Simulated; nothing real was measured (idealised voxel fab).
process module | voxel transistor to metal
cross-section cut | 215 nm wide | cells 5 nm
A cross-section is a grid of square cells, given in bands from the top down. A band is one or more rows of cells.
Each band's line starts with the height of the band's top and of its bottom, in nm. Then come its materials from left to right, each with its width in nm. One material with "throughout" fills the band from edge to edge. "air" is empty space.
Height 0 is the level under which the wafer as received is all one material. The lowest band goes on downwards, as in "0 down".
A width such as "30 to 40" changes by the same amount from each row of cells to the next, from the band's top row to its bottom row.
"no change" after a step means that no cell of the cross-section changed.
closed voids: empty space of 8 cells or more with no open way to the top, each as width x height at its distance from the left edge, in nm
after a step's settings: what the simulator itself notes on the step
overlay nm, on a step with a mask: how far to the right of its planned place the mask lay; to the left if negative
plan
1 op RECEIVE | material Si
2 op CONFORMAL_DEP | material SiO2 | thk nm 5
3 op CONFORMAL_DEP | material SiN | thk nm 15
4 op MASKED_ETCH | tone cover | mask id ACTIVE | width nm 110 | etch materials SiN | depth nm 15 | overlay nm 0
5 op MASKED_ETCH | tone cover | mask id ACTIVE | width nm 110 | etch materials SiO2 | depth nm 5 | overlay nm 0
6 op MASKED_ETCH | tone cover | mask id ACTIVE | width nm 110 | etch materials Si | depth nm 25 | overlay nm 0
7 op OXIDIZE | depth nm 5
8 op FILL_DEP | material SiO2 | thk nm 15
9 op CMP | height nm 20
10 op SELECTIVE_ETCH | etch materials SiO2 | depth nm 15
11 op STRIP | etch materials SiN
12 op SELECTIVE_ETCH | etch materials SiO2 | depth nm 5
13 op OXIDIZE | depth nm 5
14 op DIRECTIONAL_DEP | material polySi | thk nm 30
15 op DIRECTIONAL_DEP | material SiCN | thk nm 15
16 op DIRECTIONAL_DEP | material aC | thk nm 15
17 op PATTERN | tone cover | mask id GATE | material resist | width nm 30 | thk nm 30 | overlay nm 0
18 op DIRECTIONAL_ETCH | etch materials aC | depth nm 15
19 op STRIP | etch materials resist
20 op DIRECTIONAL_ETCH | etch materials SiCN | depth nm 25
21 op DIRECTIONAL_ETCH | etch materials polySi | depth nm 40
22 op STRIP | etch materials aC
23 op CONFORMAL_DEP | material SiO2 | thk nm 5
24 op DIRECTIONAL_ETCH | etch materials SiO2 | depth nm 5
25 op CONFORMAL_DEP | material SiN | thk nm 5
26 op DIRECTIONAL_ETCH | etch materials SiN | depth nm 5
27 op DIRECTIONAL_ETCH | etch materials SiO2 | depth nm 5
28 op DIRECTIONAL_ETCH | etch materials Si | depth nm 5
29 op EPI | material pSi | thk nm 5
30 op FILL_DEP | material SiO2 | thk nm 5
31 op CMP | height nm 30
32 op STRIP | etch materials polySi
33 op SELECTIVE_ETCH | etch materials SiO2 | depth nm 5
34 op CONFORMAL_DEP | material HfO2 | thk nm 5
35 op CONFORMAL_DEP | material TiN | thk nm 5
36 op FILL_DEP | material W | thk nm 5
37 op CMP | height nm 25
38 op DIRECTIONAL_DEP | material SiO2 | thk nm 15
39 op DIRECTIONAL_DEP | material aC | thk nm 15
40 op PATTERN | tone open | mask id CONTACT | material resist | width nm 20 | pitch nm 80 | thk nm 30 | overlay nm 0
41 op DIRECTIONAL_ETCH | etch materials aC | depth nm 15
42 op STRIP | etch materials resist
43 op DIRECTIONAL_ETCH | etch materials SiO2 | depth nm 45
44 op STRIP | etch materials aC
45 op CONFORMAL_DEP | material TiN | thk nm 5
46 op FILL_DEP | material W | thk nm 10
47 op CMP | height nm 40
48 op DIRECTIONAL_DEP | material TiN | thk nm 5
49 op DIRECTIONAL_DEP | material Ru | thk nm 20
50 op DIRECTIONAL_DEP | material aC | thk nm 10
51 op PATTERN | tone cover | mask id METAL_1 | material resist | width nm 20 | pitch nm 80 | thk nm 25 | overlay nm 0
52 op DIRECTIONAL_ETCH | etch materials aC | depth nm 10
53 op STRIP | etch materials resist
54 op DIRECTIONAL_ETCH | etch materials Ru | depth nm 20
55 op DIRECTIONAL_ETCH | etch materials TiN | depth nm 5
56 op STRIP | etch materials aC
57 op CONFORMAL_DEP | material SiCN | thk nm 5
58 op FILL_DEP | material SiO2 | thk nm 10
59 op CMP | height nm 65
60 op CONFORMAL_DEP | material SiCN | thk nm 5
first wafer, as planned
as received, after step 1
  0 down: Si throughout
  closed voids: none
after step 2
  5 to 0: SiO2 throughout
  below 0: unchanged
after step 3
  20 to 5: SiN throughout
  below 5: unchanged
after step 4
  20 to 5: air 50 | SiN 110 | air 55
  below 5: unchanged
after step 5
  20 to 5: air 50 | SiN 110 | air 55
  5 to 0: air 50 | SiO2 110 | air 55
  below 0: unchanged
after step 6
  20 to 5: air 50 | SiN 110 | air 55
  5 to 0: air 50 | SiO2 110 | air 55
  0 to -25: air 50 | Si 110 | air 55
  below -25: unchanged
after step 7
  20 to 5: air 50 | SiN 110 | air 55
  5 to 0: air 50 | SiO2 110 | air 55
  0 to -25: air 50 | SiO2 5 | Si 100 | SiO2 5 | air 55
  -25 to -30: SiO2 55 | Si 100 | SiO2 60
  below -30: unchanged
after step 8
  35 to 20: SiO2 throughout
  20 to 5: SiO2 50 | SiN 110 | SiO2 55
  5 to 0: SiO2 throughout
  0 to -30: SiO2 55 | Si 100 | SiO2 60
  below -30: unchanged
after step 9
  20 to 5: SiO2 50 | SiN 110 | SiO2 55
  below 5: unchanged
after step 10
  20 to 5: air 50 | SiN 110 | air 55
  below 5: unchanged
after step 11
  5 to 0: SiO2 throughout
  below 0: unchanged
after step 12
  0 to -30: SiO2 55 | Si 100 | SiO2 60
  below -30: unchanged
after step 13
  0 to -5: SiO2 throughout
  below -5: unchanged
after step 14
  30 to 0: polySi throughout
  below 0: unchanged
after step 15
  45 to 30: SiCN throughout
  below 30: unchanged
after step 16
  60 to 45: aC throughout
  below 45: unchanged
after step 17
  90 to 60: air 90 | resist 30 | air 95
  below 60: unchanged
after step 18
  75 to 60: air 90 | resist 30 | air 95
  60 to 45: air 90 | aC 30 | air 95
  below 45: unchanged
after step 19
  60 to 45: air 90 | aC 30 | air 95
  below 45: unchanged
after step 20
  60 to 45: air 90 | aC 30 | air 95
  45 to 30: air 90 | SiCN 30 | air 95
  below 30: unchanged
after step 21
  60 to 45: air 90 | aC 30 | air 95
  45 to 30: air 90 | SiCN 30 | air 95
  30 to 0: air 90 | polySi 30 | air 95
  below 0: unchanged
after step 22
  45 to 30: air 90 | SiCN 30 | air 95
  below 30: unchanged
after step 23
  50 to 45: air 85 | SiO2 40 | air 90
  45 to 30: air 85 | SiO2 5 | SiCN 30 | SiO2 5 | air 90
  30 to 5: air 85 | SiO2 5 | polySi 30 | SiO2 5 | air 90
  5 to 0: SiO2 90 | polySi 30 | SiO2 95
  below 0: unchanged
after step 24
  45 to 30: air 85 | SiO2 5 | SiCN 30 | SiO2 5 | air 90
  30 to 0: air 85 | SiO2 5 | polySi 30 | SiO2 5 | air 90
  below 0: unchanged
after step 25
  50 to 45: air 80 | SiN 50 | air 85
  45 to 30: air 80 | SiN 5 | SiO2 5 | SiCN 30 | SiO2 5 | SiN 5 | air 85
  30 to 5: air 80 | SiN 5 | SiO2 5 | polySi 30 | SiO2 5 | SiN 5 | air 85
  5 to 0: SiN 85 | SiO2 5 | polySi 30 | SiO2 5 | SiN 90
  below 0: unchanged
after step 26
  45 to 30: air 80 | SiN 5 | SiO2 5 | SiCN 30 | SiO2 5 | SiN 5 | air 85
  30 to 0: air 80 | SiN 5 | SiO2 5 | polySi 30 | SiO2 5 | SiN 5 | air 85
  below 0: unchanged
after step 27
  45 to 40: air 80 | SiN 5 | air 5 | SiCN 30 | air 5 | SiN 5 | air 85
  40 to 30: air 80 | SiN 5 | SiO2 5 | SiCN 30 | SiO2 5 | SiN 5 | air 85
  30 to 0: air 80 | SiN 5 | SiO2 5 | polySi 30 | SiO2 5 | SiN 5 | air 85
  0 to -5: air 80 | SiO2 50 | air 85
  below -5: unchanged
after step 28
  45 to 40: air 80 | SiN 5 | air 5 | SiCN 30 | air 5 | SiN 5 | air 85
  40 to 30: air 80 | SiN 5 | SiO2 5 | SiCN 30 | SiO2 5 | SiN 5 | air 85
  30 to 0: air 80 | SiN 5 | SiO2 5 | polySi 30 | SiO2 5 | SiN 5 | air 85
  0 to -5: air 80 | SiO2 50 | air 85
  -5 to -10: SiO2 55 | air 25 | Si 50 | air 25 | SiO2 60
  below -10: unchanged
after step 29
  45 to 40: air 80 | SiN 5 | air 5 | SiCN 30 | air 5 | SiN 5 | air 85
  40 to 30: air 80 | SiN 5 | SiO2 5 | SiCN 30 | SiO2 5 | SiN 5 | air 85
  30 to 0: air 80 | SiN 5 | SiO2 5 | polySi 30 | SiO2 5 | SiN 5 | air 85
  0 to -5: air 75 | pSi 5 | SiO2 50 | pSi 5 | air 80
  -5 to -10: SiO2 55 | pSi 25 | Si 50 | pSi 25 | SiO2 60
  below -10: unchanged
after step 30
  50 to 45: SiO2 throughout
  45 to 30: SiO2 80 | SiN 5 | SiO2 5 | SiCN 30 | SiO2 5 | SiN 5 | SiO2 85
  30 to 0: SiO2 80 | SiN 5 | SiO2 5 | polySi 30 | SiO2 5 | SiN 5 | SiO2 85
  0 to -5: SiO2 75 | pSi 5 | SiO2 50 | pSi 5 | SiO2 80
  below -5: unchanged
after step 31
  30 to 0: SiO2 80 | SiN 5 | SiO2 5 | polySi 30 | SiO2 5 | SiN 5 | SiO2 85
  below 0: unchanged
after step 32
  30 to 0: SiO2 80 | SiN 5 | SiO2 5 | air 30 | SiO2 5 | SiN 5 | SiO2 85
  below 0: unchanged
after step 33
  30 to 25: air 80 | SiN 5 | air 40 | SiN 5 | air 85
  25 to 0: SiO2 80 | SiN 5 | air 40 | SiN 5 | SiO2 85
  0 to -5: SiO2 75 | pSi 5 | SiO2 5 | air 40 | SiO2 5 | pSi 5 | SiO2 80
  below -5: unchanged
after step 34
  35 to 30: air 75 | HfO2 15 | air 30 | HfO2 15 | air 80
  30 to 25: HfO2 80 | SiN 5 | HfO2 5 | air 30 | HfO2 5 | SiN 5 | HfO2 85
  25 to 0: SiO2 80 | SiN 5 | HfO2 5 | air 30 | HfO2 5 | SiN 5 | SiO2 85
  0 to -5: SiO2 75 | pSi 5 | SiO2 5 | HfO2 40 | SiO2 5 | pSi 5 | SiO2 80
  below -5: unchanged
after step 35
  40 to 35: air 70 | TiN 25 | air 20 | TiN 25 | air 75
  35 to 30: TiN 75 | HfO2 15 | TiN 5 | air 20 | TiN 5 | HfO2 15 | TiN 80
  30 to 25: HfO2 80 | SiN 5 | HfO2 5 | TiN 5 | air 20 | TiN 5 | HfO2 5 | SiN 5 | HfO2 85
  25 to 5: SiO2 80 | SiN 5 | HfO2 5 | TiN 5 | air 20 | TiN 5 | HfO2 5 | SiN 5 | SiO2 85
  5 to 0: SiO2 80 | SiN 5 | HfO2 5 | TiN 30 | HfO2 5 | SiN 5 | SiO2 85
  below 0: unchanged
after step 36
  45 to 40: W throughout
  40 to 35: W 70 | TiN 25 | W 20 | TiN 25 | W 75
  35 to 30: TiN 75 | HfO2 15 | TiN 5 | W 20 | TiN 5 | HfO2 15 | TiN 80
  30 to 25: HfO2 80 | SiN 5 | HfO2 5 | TiN 5 | W 20 | TiN 5 | HfO2 5 | SiN 5 | HfO2 85
  25 to 5: SiO2 80 | SiN 5 | HfO2 5 | TiN 5 | W 20 | TiN 5 | HfO2 5 | SiN 5 | SiO2 85
  below 5: unchanged
after step 37
  25 to 5: SiO2 80 | SiN 5 | HfO2 5 | TiN 5 | W 20 | TiN 5 | HfO2 5 | SiN 5 | SiO2 85
  below 5: unchanged
after step 38
  40 to 25: SiO2 throughout
  below 25: unchanged
after step 39
  55 to 40: aC throughout
  below 40: unchanged
after step 40
  85 to 55: resist 55 | air 20 | resist 60 | air 20 | resist 60
  below 55: unchanged
after step 41
  70 to 55: resist 55 | air 20 | resist 60 | air 20 | resist 60
  55 to 40: aC 55 | air 20 | aC 60 | air 20 | aC 60
  below 40: unchanged
after step 42
  55 to 40: aC 55 | air 20 | aC 60 | air 20 | aC 60
  below 40: unchanged
after step 43
  55 to 40: aC 55 | air 20 | aC 60 | air 20 | aC 60
  40 to 25: SiO2 55 | air 20 | SiO2 60 | air 20 | SiO2 60
  25 to 5: SiO2 55 | air 20 | SiO2 5 | SiN 5 | HfO2 5 | TiN 5 | W 20 | TiN 5 | HfO2 5 | SiN 5 | SiO2 5 | air 20 | SiO2 60
  5 to 0: SiO2 55 | air 20 | SiO2 5 | SiN 5 | HfO2 5 | TiN 30 | HfO2 5 | SiN 5 | SiO2 5 | air 20 | SiO2 60
  0 to -5: SiO2 55 | air 20 | pSi 5 | SiO2 5 | HfO2 40 | SiO2 5 | pSi 5 | air 20 | SiO2 60
  below -5: unchanged
after step 44
  40 to 25: SiO2 55 | air 20 | SiO2 60 | air 20 | SiO2 60
  below 25: unchanged
after step 45
  45 to 40: TiN 60 | air 10 | TiN 70 | air 10 | TiN 65
  40 to 25: SiO2 55 | TiN 5 | air 10 | TiN 5 | SiO2 60 | TiN 5 | air 10 | TiN 5 | SiO2 60
  25 to 5: SiO2 55 | TiN 5 | air 10 | TiN 5 | SiO2 5 | SiN 5 | HfO2 5 | TiN 5 | W 20 | TiN 5 | HfO2 5 | SiN 5 | SiO2 5 | TiN 5 | air 10 | TiN 5 | SiO2 60
  5 to 0: SiO2 55 | TiN 5 | air 10 | TiN 5 | SiO2 5 | SiN 5 | HfO2 5 | TiN 30 | HfO2 5 | SiN 5 | SiO2 5 | TiN 5 | air 10 | TiN 5 | SiO2 60
  0 to -5: SiO2 55 | TiN 20 | pSi 5 | SiO2 5 | HfO2 40 | SiO2 5 | pSi 5 | TiN 20 | SiO2 60
  below -5: unchanged
after step 46
  55 to 45: W throughout
  45 to 40: TiN 60 | W 10 | TiN 70 | W 10 | TiN 65
  40 to 25: SiO2 55 | TiN 5 | W 10 | TiN 5 | SiO2 60 | TiN 5 | W 10 | TiN 5 | SiO2 60
  25 to 5: SiO2 55 | TiN 5 | W 10 | TiN 5 | SiO2 5 | SiN 5 | HfO2 5 | TiN 5 | W 20 | TiN 5 | HfO2 5 | SiN 5 | SiO2 5 | TiN 5 | W 10 | TiN 5 | SiO2 60
  5 to 0: SiO2 55 | TiN 5 | W 10 | TiN 5 | SiO2 5 | SiN 5 | HfO2 5 | TiN 30 | HfO2 5 | SiN 5 | SiO2 5 | TiN 5 | W 10 | TiN 5 | SiO2 60
  below 0: unchanged
after step 47
  40 to 25: SiO2 55 | TiN 5 | W 10 | TiN 5 | SiO2 60 | TiN 5 | W 10 | TiN 5 | SiO2 60
  below 25: unchanged
after step 48
  45 to 40: TiN throughout
  below 40: unchanged
after step 49
  65 to 45: Ru throughout
  below 45: unchanged
after step 50
  75 to 65: aC throughout
  below 65: unchanged
after step 51
  100 to 75: air 55 | resist 20 | air 60 | resist 20 | air 60
  below 75: unchanged
after step 52
  90 to 75: air 55 | resist 20 | air 60 | resist 20 | air 60
  75 to 65: air 55 | aC 20 | air 60 | aC 20 | air 60
  below 65: unchanged
after step 53
  75 to 65: air 55 | aC 20 | air 60 | aC 20 | air 60
  below 65: unchanged
after step 54
  75 to 65: air 55 | aC 20 | air 60 | aC 20 | air 60
  65 to 45: air 55 | Ru 20 | air 60 | Ru 20 | air 60
  below 45: unchanged
after step 55
  75 to 65: air 55 | aC 20 | air 60 | aC 20 | air 60
  65 to 45: air 55 | Ru 20 | air 60 | Ru 20 | air 60
  45 to 40: air 55 | TiN 20 | air 60 | TiN 20 | air 60
  below 40: unchanged
after step 56
  65 to 45: air 55 | Ru 20 | air 60 | Ru 20 | air 60
  below 45: unchanged
after step 57
  70 to 65: air 50 | SiCN 30 | air 50 | SiCN 30 | air 55
  65 to 45: air 50 | SiCN 5 | Ru 20 | SiCN 5 | air 50 | SiCN 5 | Ru 20 | SiCN 5 | air 55
  45 to 40: SiCN 55 | TiN 20 | SiCN 60 | TiN 20 | SiCN 60
  below 40: unchanged
after step 58
  80 to 70: SiO2 throughout
  70 to 65: SiO2 50 | SiCN 30 | SiO2 50 | SiCN 30 | SiO2 55
  65 to 45: SiO2 50 | SiCN 5 | Ru 20 | SiCN 5 | SiO2 50 | SiCN 5 | Ru 20 | SiCN 5 | SiO2 55
  below 45: unchanged
after step 59
  65 to 45: SiO2 50 | SiCN 5 | Ru 20 | SiCN 5 | SiO2 50 | SiCN 5 | Ru 20 | SiCN 5 | SiO2 55
  below 45: unchanged
after step 60
  70 to 65: SiCN throughout
  below 65: unchanged
second wafer: like start, like plan, one mistake. Through step 12 it matches the first wafer
when step 13 should have ended
  0 to -15: SiO2 throughout
  below -15: unchanged
when step 14 should have ended
  30 to 0: polySi throughout
  below 0: unchanged
when step 15 should have ended
  45 to 30: SiCN throughout
  below 30: unchanged
when step 16 should have ended
  60 to 45: aC throughout
  below 45: unchanged
when step 17 should have ended
  90 to 60: air 90 | resist 30 | air 95
  below 60: unchanged
when step 18 should have ended
  75 to 60: air 90 | resist 30 | air 95
  60 to 45: air 90 | aC 30 | air 95
  below 45: unchanged
when step 19 should have ended
  60 to 45: air 90 | aC 30 | air 95
  below 45: unchanged
when step 20 should have ended
  60 to 45: air 90 | aC 30 | air 95
  45 to 30: air 90 | SiCN 30 | air 95
  below 30: unchanged
when step 21 should have ended
  60 to 45: air 90 | aC 30 | air 95
  45 to 30: air 90 | SiCN 30 | air 95
  30 to 0: air 90 | polySi 30 | air 95
  below 0: unchanged
when step 22 should have ended
  45 to 30: air 90 | SiCN 30 | air 95
  below 30: unchanged
when step 23 should have ended
  50 to 45: air 85 | SiO2 40 | air 90
  45 to 30: air 85 | SiO2 5 | SiCN 30 | SiO2 5 | air 90
  30 to 5: air 85 | SiO2 5 | polySi 30 | SiO2 5 | air 90
  5 to 0: SiO2 90 | polySi 30 | SiO2 95
  below 0: unchanged
when step 24 should have ended
  45 to 30: air 85 | SiO2 5 | SiCN 30 | SiO2 5 | air 90
  30 to 0: air 85 | SiO2 5 | polySi 30 | SiO2 5 | air 90
  below 0: unchanged
when step 25 should have ended
  50 to 45: air 80 | SiN 50 | air 85
  45 to 30: air 80 | SiN 5 | SiO2 5 | SiCN 30 | SiO2 5 | SiN 5 | air 85
  30 to 5: air 80 | SiN 5 | SiO2 5 | polySi 30 | SiO2 5 | SiN 5 | air 85
  5 to 0: SiN 85 | SiO2 5 | polySi 30 | SiO2 5 | SiN 90
  below 0: unchanged
when step 26 should have ended
  45 to 30: air 80 | SiN 5 | SiO2 5 | SiCN 30 | SiO2 5 | SiN 5 | air 85
  30 to 0: air 80 | SiN 5 | SiO2 5 | polySi 30 | SiO2 5 | SiN 5 | air 85
  below 0: unchanged
when step 27 should have ended
  45 to 40: air 80 | SiN 5 | air 5 | SiCN 30 | air 5 | SiN 5 | air 85
  40 to 30: air 80 | SiN 5 | SiO2 5 | SiCN 30 | SiO2 5 | SiN 5 | air 85
  30 to 0: air 80 | SiN 5 | SiO2 5 | polySi 30 | SiO2 5 | SiN 5 | air 85
  0 to -5: air 80 | SiO2 50 | air 85
  below -5: unchanged
when step 28 should have ended: no change
when step 29 should have ended: no change
when step 30 should have ended
  50 to 45: SiO2 throughout
  45 to 30: SiO2 80 | SiN 5 | SiO2 5 | SiCN 30 | SiO2 5 | SiN 5 | SiO2 85
  30 to 0: SiO2 80 | SiN 5 | SiO2 5 | polySi 30 | SiO2 5 | SiN 5 | SiO2 85
  0 to -15: SiO2 throughout
  below -15: unchanged
when step 31 should have ended
  30 to 0: SiO2 80 | SiN 5 | SiO2 5 | polySi 30 | SiO2 5 | SiN 5 | SiO2 85
  below 0: unchanged
when step 32 should have ended
  30 to 0: SiO2 80 | SiN 5 | SiO2 5 | air 30 | SiO2 5 | SiN 5 | SiO2 85
  below 0: unchanged
when step 33 should have ended
  30 to 25: air 80 | SiN 5 | air 40 | SiN 5 | air 85
  25 to 0: SiO2 80 | SiN 5 | air 40 | SiN 5 | SiO2 85
  0 to -5: SiO2 85 | air 40 | SiO2 90
  below -5: unchanged
when step 34 should have ended
  35 to 30: air 75 | HfO2 15 | air 30 | HfO2 15 | air 80
  30 to 25: HfO2 80 | SiN 5 | HfO2 5 | air 30 | HfO2 5 | SiN 5 | HfO2 85
  25 to 0: SiO2 80 | SiN 5 | HfO2 5 | air 30 | HfO2 5 | SiN 5 | SiO2 85
  0 to -5: SiO2 85 | HfO2 40 | SiO2 90
  below -5: unchanged
when step 35 should have ended
  40 to 35: air 70 | TiN 25 | air 20 | TiN 25 | air 75
  35 to 30: TiN 75 | HfO2 15 | TiN 5 | air 20 | TiN 5 | HfO2 15 | TiN 80
  30 to 25: HfO2 80 | SiN 5 | HfO2 5 | TiN 5 | air 20 | TiN 5 | HfO2 5 | SiN 5 | HfO2 85
  25 to 5: SiO2 80 | SiN 5 | HfO2 5 | TiN 5 | air 20 | TiN 5 | HfO2 5 | SiN 5 | SiO2 85
  5 to 0: SiO2 80 | SiN 5 | HfO2 5 | TiN 30 | HfO2 5 | SiN 5 | SiO2 85
  below 0: unchanged
when step 36 should have ended
  45 to 40: W throughout
  40 to 35: W 70 | TiN 25 | W 20 | TiN 25 | W 75
  35 to 30: TiN 75 | HfO2 15 | TiN 5 | W 20 | TiN 5 | HfO2 15 | TiN 80
  30 to 25: HfO2 80 | SiN 5 | HfO2 5 | TiN 5 | W 20 | TiN 5 | HfO2 5 | SiN 5 | HfO2 85
  25 to 5: SiO2 80 | SiN 5 | HfO2 5 | TiN 5 | W 20 | TiN 5 | HfO2 5 | SiN 5 | SiO2 85
  below 5: unchanged
when step 37 should have ended
  25 to 5: SiO2 80 | SiN 5 | HfO2 5 | TiN 5 | W 20 | TiN 5 | HfO2 5 | SiN 5 | SiO2 85
  below 5: unchanged
when step 38 should have ended
  40 to 25: SiO2 throughout
  below 25: unchanged
when step 39 should have ended
  55 to 40: aC throughout
  below 40: unchanged
when step 40 should have ended
  85 to 55: resist 55 | air 20 | resist 60 | air 20 | resist 60
  below 55: unchanged
when step 41 should have ended
  70 to 55: resist 55 | air 20 | resist 60 | air 20 | resist 60
  55 to 40: aC 55 | air 20 | aC 60 | air 20 | aC 60
  below 40: unchanged
when step 42 should have ended
  55 to 40: aC 55 | air 20 | aC 60 | air 20 | aC 60
  below 40: unchanged
when step 43 should have ended
  55 to 40: aC 55 | air 20 | aC 60 | air 20 | aC 60
  40 to 25: SiO2 55 | air 20 | SiO2 60 | air 20 | SiO2 60
  25 to 5: SiO2 55 | air 20 | SiO2 5 | SiN 5 | HfO2 5 | TiN 5 | W 20 | TiN 5 | HfO2 5 | SiN 5 | SiO2 5 | air 20 | SiO2 60
  5 to 0: SiO2 55 | air 20 | SiO2 5 | SiN 5 | HfO2 5 | TiN 30 | HfO2 5 | SiN 5 | SiO2 5 | air 20 | SiO2 60
  0 to -5: SiO2 55 | air 20 | SiO2 10 | HfO2 40 | SiO2 10 | air 20 | SiO2 60
  below -5: unchanged
when step 44 should have ended
  40 to 25: SiO2 55 | air 20 | SiO2 60 | air 20 | SiO2 60
  below 25: unchanged
when step 45 should have ended
  45 to 40: TiN 60 | air 10 | TiN 70 | air 10 | TiN 65
  40 to 25: SiO2 55 | TiN 5 | air 10 | TiN 5 | SiO2 60 | TiN 5 | air 10 | TiN 5 | SiO2 60
  25 to 5: SiO2 55 | TiN 5 | air 10 | TiN 5 | SiO2 5 | SiN 5 | HfO2 5 | TiN 5 | W 20 | TiN 5 | HfO2 5 | SiN 5 | SiO2 5 | TiN 5 | air 10 | TiN 5 | SiO2 60
  5 to 0: SiO2 55 | TiN 5 | air 10 | TiN 5 | SiO2 5 | SiN 5 | HfO2 5 | TiN 30 | HfO2 5 | SiN 5 | SiO2 5 | TiN 5 | air 10 | TiN 5 | SiO2 60
  0 to -5: SiO2 55 | TiN 20 | SiO2 10 | HfO2 40 | SiO2 10 | TiN 20 | SiO2 60
  below -5: unchanged
when step 46 should have ended
  55 to 45: W throughout
  45 to 40: TiN 60 | W 10 | TiN 70 | W 10 | TiN 65
  40 to 25: SiO2 55 | TiN 5 | W 10 | TiN 5 | SiO2 60 | TiN 5 | W 10 | TiN 5 | SiO2 60
  25 to 5: SiO2 55 | TiN 5 | W 10 | TiN 5 | SiO2 5 | SiN 5 | HfO2 5 | TiN 5 | W 20 | TiN 5 | HfO2 5 | SiN 5 | SiO2 5 | TiN 5 | W 10 | TiN 5 | SiO2 60
  5 to 0: SiO2 55 | TiN 5 | W 10 | TiN 5 | SiO2 5 | SiN 5 | HfO2 5 | TiN 30 | HfO2 5 | SiN 5 | SiO2 5 | TiN 5 | W 10 | TiN 5 | SiO2 60
  below 0: unchanged
when step 47 should have ended
  40 to 25: SiO2 55 | TiN 5 | W 10 | TiN 5 | SiO2 60 | TiN 5 | W 10 | TiN 5 | SiO2 60
  below 25: unchanged
when step 48 should have ended
  45 to 40: TiN throughout
  below 40: unchanged
when step 49 should have ended
  65 to 45: Ru throughout
  below 45: unchanged
when step 50 should have ended
  75 to 65: aC throughout
  below 65: unchanged
when step 51 should have ended
  100 to 75: air 55 | resist 20 | air 60 | resist 20 | air 60
  below 75: unchanged
when step 52 should have ended
  90 to 75: air 55 | resist 20 | air 60 | resist 20 | air 60
  75 to 65: air 55 | aC 20 | air 60 | aC 20 | air 60
  below 65: unchanged
when step 53 should have ended
  75 to 65: air 55 | aC 20 | air 60 | aC 20 | air 60
  below 65: unchanged
when step 54 should have ended
  75 to 65: air 55 | aC 20 | air 60 | aC 20 | air 60
  65 to 45: air 55 | Ru 20 | air 60 | Ru 20 | air 60
  below 45: unchanged
when step 55 should have ended
  75 to 65: air 55 | aC 20 | air 60 | aC 20 | air 60
  65 to 45: air 55 | Ru 20 | air 60 | Ru 20 | air 60
  45 to 40: air 55 | TiN 20 | air 60 | TiN 20 | air 60
  below 40: unchanged
when step 56 should have ended
  65 to 45: air 55 | Ru 20 | air 60 | Ru 20 | air 60
  below 45: unchanged
when step 57 should have ended
  70 to 65: air 50 | SiCN 30 | air 50 | SiCN 30 | air 55
  65 to 45: air 50 | SiCN 5 | Ru 20 | SiCN 5 | air 50 | SiCN 5 | Ru 20 | SiCN 5 | air 55
  45 to 40: SiCN 55 | TiN 20 | SiCN 60 | TiN 20 | SiCN 60
  below 40: unchanged
when step 58 should have ended
  80 to 70: SiO2 throughout
  70 to 65: SiO2 50 | SiCN 30 | SiO2 50 | SiCN 30 | SiO2 55
  65 to 45: SiO2 50 | SiCN 5 | Ru 20 | SiCN 5 | SiO2 50 | SiCN 5 | Ru 20 | SiCN 5 | SiO2 55
  below 45: unchanged
when step 59 should have ended
  65 to 45: SiO2 50 | SiCN 5 | Ru 20 | SiCN 5 | SiO2 50 | SiCN 5 | Ru 20 | SiCN 5 | SiO2 55
  below 45: unchanged
when step 60 should have ended
  70 to 65: SiCN throughout
  below 65: unchanged
what went wrong: step 13 ran as: op OXIDIZE | depth nm 15
at the end the second wafer has, in cells: 30 fewer of Si | 42 more of SiO2 | 12 fewer of pSi
